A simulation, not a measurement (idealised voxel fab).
The following process module bears the name voxel trench capacitor.
Section shown: cut. Width: 280 nm. Cell size: 5 nm, square.
Cross-section format: a grid of square cells, given as bands from top to bottom; each band is one or more rows of cells.
Band entry format. Leading values: height of top, height of bottom, nm. Remainder: materials in left-to-right order, each with its width in nm. Special words: "throughout" on a single material, which then fills the band edge to edge; "blank", empty space.
Note: height 0 marks the level under which the wafer is uniformly one material as received. Lowest band unbounded below, written "from 0 down".
A width given as "30->40" starts at the first number in the band's top row and ends at the second number in its bottom row, shifting by an equal amount at every step from row to row.
It should be understood that the words "no change", when stated for a given step, signify that the cross-section underwent no change in any of its cells during that step.
So "Enclosed internal voids" is basically the list of trapped voids: any empty space of 8 cells or more that can't reach the top through an opening. They're written width x height at distance, the distance being from the left edge, and it's all nm.
The remark found on a step's line after its settings is issued by the simulator itself and pertains to that step.
overlay nm: where the mask lay relative to plan, measured to the right, on steps with a mask; negatives go left.
## Process steps foreseen in the plan
| 1 | RECEIVE (material Si) |
| 2 | CONFORMAL_DEP (material SiN; thk nm 10) |
| 3 | DIRECTIONAL_DEP (material aC; thk nm 15) |
| 4 | PATTERN (tone open; mask id TRENCH; material resist; width nm 30; pitch nm 45; thk nm 35; overlay nm 0) |
| 5 | DIRECTIONAL_ETCH (etch materials aC; depth nm 15) |
| 6 | STRIP (etch materials resist) |
| 7 | DIRECTIONAL_ETCH (etch materials SiN; depth nm 10) |
| 8 | DIRECTIONAL_ETCH (etch materials Si; depth nm 30) |
| 9 | STRIP (etch materials aC) |
| 10 | CONFORMAL_DEP (material HfO2; thk nm 5) |
| 11 | CONFORMAL_DEP (material TiN; thk nm 5) |
| 12 | FILL_DEP (material W; thk nm 10) |
| 13 | CMP (height nm 10) |
## First of two wafers, processed according to plan
## Cross-sectional view of the wafer in its as-received condition, corresponding to the state after step 1
    from 0 down  Si throughout
    Enclosed internal voids: none
## Upon completion of step 2, the wafer appears in cross-section as shown
    from 10 to 0  SiN throughout
    Beneath the level 0, the cross-section is identical to its previous state.
## Upon completion of step 3, the wafer appears in cross-section as shown
    from 25 to 10  aC throughout
    Beneath the level 10, the cross-section is identical to its previous state.
## Upon completion of step 4, the wafer appears in cross-section as shown
    from 60 to 25  resist=100 | blank=30 | resist=15 | blank=30 | resist=105
    Beneath the level 25, the cross-section is identical to its previous state.
## Upon completion of step 5, the wafer appears in cross-section as shown
    from 45 to 25  resist=100 | blank=30 | resist=15 | blank=30 | resist=105
    from 25 to 10  aC=100 | blank=30 | aC=15 | blank=30 | aC=105
    Beneath the level 10, the cross-section is identical to its previous state.
## Upon completion of step 6, the wafer appears in cross-section as shown
    from 25 to 10  aC=100 | blank=30 | aC=15 | blank=30 | aC=105
    Beneath the level 10, the cross-section is identical to its previous state.
## Upon completion of step 7, the wafer appears in cross-section as shown
    from 25 to 10  aC=100 | blank=30 | aC=15 | blank=30 | aC=105
    from 10 to 0  SiN=100 | blank=30 | SiN=15 | blank=30 | SiN=105
    Beneath the level 0, the cross-section is identical to its previous state.
## Upon completion of step 8, the wafer appears in cross-section as shown
    from 25 to 10  aC=100 | blank=30 | aC=15 | blank=30 | aC=105
    from 10 to 0  SiN=100 | blank=30 | SiN=15 | blank=30 | SiN=105
    from 0 to -30  Si=100 | blank=30 | Si=15 | blank=30 | Si=105
    Beneath the level -30, the cross-section is identical to its previous state.
## Upon completion of step 9, the wafer appears in cross-section as shown
    from 10 to 0  SiN=100 | blank=30 | SiN=15 | blank=30 | SiN=105
    Beneath the level 0, the cross-section is identical to its previous state.
## Upon completion of step 10, the wafer appears in cross-section as shown
    from 15 to 10  HfO2=105 | blank=20 | HfO2=25 | blank=20 | HfO2=110
    from 10 to 0  SiN=100 | HfO2=5 | blank=20 | HfO2=5 | SiN=15 | HfO2=5 | blank=20 | HfO2=5 | SiN=105
    from 0 to -25  Si=100 | HfO2=5 | blank=20 | HfO2=5 | Si=15 | HfO2=5 | blank=20 | HfO2=5 | Si=105
    from -25 to -30  Si=100 | HfO2=30 | Si=15 | HfO2=30 | Si=105
    Beneath the level -30, the cross-section is identical to its previous state.
## Upon completion of step 11, the wafer appears in cross-section as shown
    from 20 to 15  TiN=110 | blank=10 | TiN=35 | blank=10 | TiN=115
    from 15 to 10  HfO2=105 | TiN=5 | blank=10 | TiN=5 | HfO2=25 | TiN=5 | blank=10 | TiN=5 | HfO2=110
    from 10 to 0  SiN=100 | HfO2=5 | TiN=5 | blank=10 | TiN=5 | HfO2=5 | SiN=15 | HfO2=5 | TiN=5 | blank=10 | TiN=5 | HfO2=5 | SiN=105
    from 0 to -20  Si=100 | HfO2=5 | TiN=5 | blank=10 | TiN=5 | HfO2=5 | Si=15 | HfO2=5 | TiN=5 | blank=10 | TiN=5 | HfO2=5 | Si=105
    from -20 to -25  Si=100 | HfO2=5 | TiN=20 | HfO2=5 | Si=15 | HfO2=5 | TiN=20 | HfO2=5 | Si=105
    Beneath the level -25, the cross-section is identical to its previous state.
## Upon completion of step 12, the wafer appears in cross-section as shown
    from 30 to 20  W throughout
    from 20 to 15  TiN=110 | W=10 | TiN=35 | W=10 | TiN=115
    from 15 to 10  HfO2=105 | TiN=5 | W=10 | TiN=5 | HfO2=25 | TiN=5 | W=10 | TiN=5 | HfO2=110
    from 10 to 0  SiN=100 | HfO2=5 | TiN=5 | W=10 | TiN=5 | HfO2=5 | SiN=15 | HfO2=5 | TiN=5 | W=10 | TiN=5 | HfO2=5 | SiN=105
    from 0 to -20  Si=100 | HfO2=5 | TiN=5 | W=10 | TiN=5 | HfO2=5 | Si=15 | HfO2=5 | TiN=5 | W=10 | TiN=5 | HfO2=5 | Si=105
    Beneath the level -20, the cross-section is identical to its previous state.
## Upon completion of step 13, the wafer appears in cross-section as shown
    from 10 to 0  SiN=100 | HfO2=5 | TiN=5 | W=10 | TiN=5 | HfO2=5 | SiN=15 | HfO2=5 | TiN=5 | W=10 | TiN=5 | HfO2=5 | SiN=105
    Beneath the level 0, the cross-section is identical to its previous state.
## It is to be noted that the second wafer proceeded from the same initial state and according to the same plan as the first, although one mistake was committed in its execution; through step 3, inclusive, the two wafers share an identical history
## At the planned end of step 4, the second wafer in cross-section
    from 60 to 25  resist=105 | blank=25 | resist=20 | blank=25 | resist=105
    Beneath the level 25, the cross-section is identical to its previous state.
## At the planned end of step 5, the second wafer in cross-section
    from 45 to 25  resist=105 | blank=25 | resist=20 | blank=25 | resist=105
    from 25 to 10  aC=105 | blank=25 | aC=20 | blank=25 | aC=105
    Beneath the level 10, the cross-section is identical to its previous state.
## At the planned end of step 6, the second wafer in cross-section
    from 25 to 10  aC=105 | blank=25 | aC=20 | blank=25 | aC=105
    Beneath the level 10, the cross-section is identical to its previous state.
## At the planned end of step 7, the second wafer in cross-section
    from 25 to 10  aC=105 | blank=25 | aC=20 | blank=25 | aC=105
    from 10 to 0  SiN=105 | blank=25 | SiN=20 | blank=25 | SiN=105
    Beneath the level 0, the cross-section is identical to its previous state.
## At the planned end of step 8, the second wafer in cross-section
    from 25 to 10  aC=105 | blank=25 | aC=20 | blank=25 | aC=105
    from 10 to 0  SiN=105 | blank=25 | SiN=20 | blank=25 | SiN=105
    from 0 to -30  Si=105 | blank=25 | Si=20 | blank=25 | Si=105
    Beneath the level -30, the cross-section is identical to its previous state.
## At the planned end of step 9, the second wafer in cross-section
    from 10 to 0  SiN=105 | blank=25 | SiN=20 | blank=25 | SiN=105
    Beneath the level 0, the cross-section is identical to its previous state.
## At the planned end of step 10, the second wafer in cross-section
    from 15 to 10  HfO2=110 | blank=15 | HfO2=30 | blank=15 | HfO2=110
    from 10 to 0  SiN=105 | HfO2=5 | blank=15 | HfO2=5 | SiN=20 | HfO2=5 | blank=15 | HfO2=5 | SiN=105
    from 0 to -25  Si=105 | HfO2=5 | blank=15 | HfO2=5 | Si=20 | HfO2=5 | blank=15 | HfO2=5 | Si=105
    from -25 to -30  Si=105 | HfO2=25 | Si=20 | HfO2=25 | Si=105
    Beneath the level -30, the cross-section is identical to its previous state.
## At the planned end of step 11, the second wafer in cross-section
    from 20 to 15  TiN=115 | blank=5 | TiN=40 | blank=5 | TiN=115
    from 15 to 10  HfO2=110 | TiN=5 | blank=5 | TiN=5 | HfO2=30 | TiN=5 | blank=5 | TiN=5 | HfO2=110
    from 10 to 0  SiN=105 | HfO2=5 | TiN=5 | blank=5 | TiN=5 | HfO2=5 | SiN=20 | HfO2=5 | TiN=5 | blank=5 | TiN=5 | HfO2=5 | SiN=105
    from 0 to -20  Si=105 | HfO2=5 | TiN=5 | blank=5 | TiN=5 | HfO2=5 | Si=20 | HfO2=5 | TiN=5 | blank=5 | TiN=5 | HfO2=5 | Si=105
    from -20 to -25  Si=105 | HfO2=5 | TiN=15 | HfO2=5 | Si=20 | HfO2=5 | TiN=15 | HfO2=5 | Si=105
    Beneath the level -25, the cross-section is identical to its previous state.
## At the planned end of step 12, the second wafer in cross-section
    from 30 to 20  W throughout
    from 20 to 15  TiN=115 | W=5 | TiN=40 | W=5 | TiN=115
    from 15 to 10  HfO2=110 | TiN=5 | W=5 | TiN=5 | HfO2=30 | TiN=5 | W=5 | TiN=5 | HfO2=110
    from 10 to 0  SiN=105 | HfO2=5 | TiN=5 | W=5 | TiN=5 | HfO2=5 | SiN=20 | HfO2=5 | TiN=5 | W=5 | TiN=5 | HfO2=5 | SiN=105
    from 0 to -20  Si=105 | HfO2=5 | TiN=5 | W=5 | TiN=5 | HfO2=5 | Si=20 | HfO2=5 | TiN=5 | W=5 | TiN=5 | HfO2=5 | Si=105
    Beneath the level -20, the cross-section is identical to its previous state.
## At the planned end of step 13, the second wafer in cross-section
    from 10 to 0  SiN=105 | HfO2=5 | TiN=5 | W=5 | TiN=5 | HfO2=5 | SiN=20 | HfO2=5 | TiN=5 | W=5 | TiN=5 | HfO2=5 | SiN=105
    Beneath the level 0, the cross-section is identical to its previous state.
Want to know what went wrong? for step 4, the planned setting was not used; the step was instead run as PATTERN (tone open; mask id TRENCH; material resist; width nm 25; pitch nm 45; thk nm 35; overlay nm 0)
Counted in cells at the end, the second wafer holds more or fewer of these materials than the first: -2 HfO2, +12 Si, +4 SiN, -2 TiN, -12 W
